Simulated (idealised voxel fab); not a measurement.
process module | voxel wiring stack
cross-section cut | 260 nm wide | cells 5 nm
Cross-section spec: square-cell grid; bands listed top down; each band is one or more rows.
Within each band entry, the heights of the top and of the bottom of the band appear first, in that order and in nm; the materials of the band then follow from left to right, each with its corresponding width in nm. The designation "full width" on a single material indicates that it fills the band from edge to edge; the designation "empty" indicates empty space.
Convention: height 0 is the level below which the wafer, as received, is all one material. The lowest band does not terminate at the bottom but continues downward, represented as "0 -> down".
The width entry "30 to 40" should be interpreted row by row: the top row of cells in the band takes the first number, the bottom row takes the second number, and the change between adjacent rows is uniform throughout.
"no alterations made" -> step changed no cross-section cell.
Listed in "Closed empty spaces": every empty space of 8 or more cells without an open way to the top. Form: width x height at distance, the distance being from the left edge, all in nm.
On each step's line, the part that comes after the settings is the simulator's own comment on the step.
overlay nm: for a step with a mask, the amount by which the mask lay right of where it was planned; a negative amount means left of it.
### Planned process steps
step 1: RECEIVE,material Si
step 2: CONFORMAL_DEP,material SiO2,thk nm 10
step 3: DIRECTIONAL_DEP,material TiN,thk nm 5
step 4: DIRECTIONAL_DEP,material Ru,thk nm 25
step 5: MASKED_ETCH,tone cover,mask id METAL_1,width nm 25,pitch nm 45,etch materials Ru,depth nm 25,overlay nm 0
step 6: MASKED_ETCH,tone cover,mask id METAL_1,width nm 25,pitch nm 45,etch materials TiN,depth nm 5,overlay nm 0
step 7: FILL_DEP,material lowk,thk nm 10
step 8: CMP,height nm 40
step 9: CONFORMAL_DEP,material SiCN,thk nm 5
step 10: DIRECTIONAL_DEP,material lowk,thk nm 30
step 11: PATTERN,tone open,mask id METAL_2,material resist,width nm 25,pitch nm 45,thk nm 20,overlay nm -15
step 12: DIRECTIONAL_ETCH,etch materials lowk,depth nm 20
step 13: STRIP,etch materials resist
step 14: PATTERN,tone open,mask id METAL_2_HOLES,material resist,width nm 15,pitch nm 45,thk nm 15,overlay nm 0
step 15: DIRECTIONAL_ETCH,etch materials lowk,depth nm 10
step 16: DIRECTIONAL_ETCH,etch materials SiCN,depth nm 5
step 17: STRIP,etch materials resist
step 18: CONFORMAL_DEP,material TiN,thk nm 5
step 19: FILL_DEP,material Ru,thk nm 5
step 20: CMP,height nm 75
step 21: CONFORMAL_DEP,material SiCN,thk nm 5
step 22: DIRECTIONAL_DEP,material lowk,thk nm 10
step 23: DIRECTIONAL_DEP,material aC,thk nm 10
step 24: PATTERN,tone open,mask id PLUG_2,material resist,width nm 15,pitch nm 45,thk nm 30,overlay nm 0
step 25: DIRECTIONAL_ETCH,etch materials aC,depth nm 10
step 26: STRIP,etch materials resist
step 27: DIRECTIONAL_ETCH,etch materials lowk,depth nm 10
step 28: DIRECTIONAL_ETCH,etch materials SiCN,depth nm 5
step 29: STRIP,etch materials aC
step 30: EPI,material Ru,thk nm 10
step 31: EPI,material Ru,thk nm 5
step 32: DIRECTIONAL_DEP,material TiN,thk nm 5
step 33: DIRECTIONAL_DEP,material W,thk nm 25
step 34: PATTERN,tone cover,mask id METAL_3,material resist,width nm 25,pitch nm 45,thk nm 20,overlay nm 0
step 35: DIRECTIONAL_ETCH,etch materials W,depth nm 25
step 36: DIRECTIONAL_ETCH,etch materials TiN,depth nm 5
step 37: STRIP,etch materials resist
step 38: FILL_DEP,material lowk,thk nm 10
step 39: CMP,height nm 120
step 40: CONFORMAL_DEP,material SiN,thk nm 5
The plan shows the overlay nm of step 11 as the first wafer had it; this setting differs between the wafers, which start out alike.
### The first of several wafers as received, shown in cross-section; this is its state after step 1
	0 -> down = Si full width
	Closed empty spaces: none
### Gained (+) or lost (-) cells of each material since receipt, then closed voids: one row per wafer, at the end of the module
overlay nm -15 | +88 Ru | +94 SiCN | +52 SiN | +104 SiO2 | +56 TiN | +50 W | +856 lowk | Closed empty spaces: none
overlay nm -10 | +92 Ru | +92 SiCN | +52 SiN | +104 SiO2 | +54 TiN | +50 W | +856 lowk | Closed empty spaces: none
overlay nm -5 | +92 Ru | +92 SiCN | +52 SiN | +104 SiO2 | +54 TiN | +50 W | +856 lowk | Closed empty spaces: none
overlay nm 0 | +92 Ru | +92 SiCN | +52 SiN | +104 SiO2 | +54 TiN | +50 W | +856 lowk | Closed empty spaces: none
overlay nm 5 | +88 Ru | +94 SiCN | +52 SiN | +104 SiO2 | +56 TiN | +50 W | +856 lowk | Closed empty spaces: none
overlay nm 10 | +90 Ru | +96 SiCN | +52 SiN | +104 SiO2 | +52 TiN | +50 W | +856 lowk | Closed empty spaces: none
overlay nm 15 | +92 Ru | +98 SiCN | +52 SiN | +104 SiO2 | +48 TiN | +50 W | +856 lowk | Closed empty spaces: none
